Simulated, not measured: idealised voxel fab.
The document below concerns the process module designated voxel spacer lines.
The cross-section on display is named cut; it measures 165 nm wide, and its cells are 5 nm squares.
In what follows, cross-sections appear as grids of square cells, described through bands that run from the top down, where every band is one or more rows of cells. A band entry consists of two parts. The first gives the height of the band's top and the height of its bottom, in nm. The rest lists the band's materials from left to right, each with its width in nm. A single material labelled with the word "full width" fills the band from edge to edge, and the word "blank" marks empty space. Heights are expressed relative to 0, this being the level below which the as-received wafer comprises one material exclusively. The lowest band is unbounded in the downward direction and is denoted as in "z 0 and below". The expression "30->40" gives the width at the extremes of the band, the first number at its top row of cells and the second at its bottom row, with the width changing by equal amounts from each row to the next in between. What does "all unchanged" mean for a step? It means no cell of the cross-section changed in that step. The label "closed voids" introduces a list of the empty spaces, 8 cells or larger, that have no open way up to the top; each entry in it reads width x height at distance, where the distance is taken from the left edge and all three are stated in nm. Whatever follows a step's settings on its line is a remark the simulator itself makes about that step. When a step includes a mask, the "overlay nm" setting on its line states how far to the right of its planned place that mask lay, and negative values state how far to the left.
Plan:
1) RECEIVE, material Si
2) CONFORMAL_DEP, material Al2O3, thk nm 5
3) DIRECTIONAL_DEP, material polySi, thk nm 15
4) DIRECTIONAL_DEP, material aC, thk nm 25
5) PATTERN, tone cover, mask id MANDREL, material resist, width nm 20, pitch nm 60, thk nm 30, overlay nm 0
6) DIRECTIONAL_ETCH, etch materials aC, depth nm 25
7) STRIP, etch materials resist
8) CONFORMAL_DEP, material SiO2, thk nm 10
9) DIRECTIONAL_ETCH, etch materials SiO2, depth nm 10
10) STRIP, etch materials aC
11) DIRECTIONAL_ETCH, etch materials polySi, depth nm 15
12) STRIP, etch materials SiO2
As received, after step 1:
z 0 and below  Si full width
closed voids: none
End-of-module cross-section. Starting structure and process plan as above; one mistake made in running it:
z 35 to 20  blank 30, then polySi 10, then blank 20, then polySi 10, then blank 20, then polySi 10, then blank 20, then polySi 10, then blank 35
z 20 to 5  polySi full width
z 5 to 0  Al2O3 full width
z 0 and below  Si full width
closed voids: none
Plan not followed: step 3 in the plan was executed twice
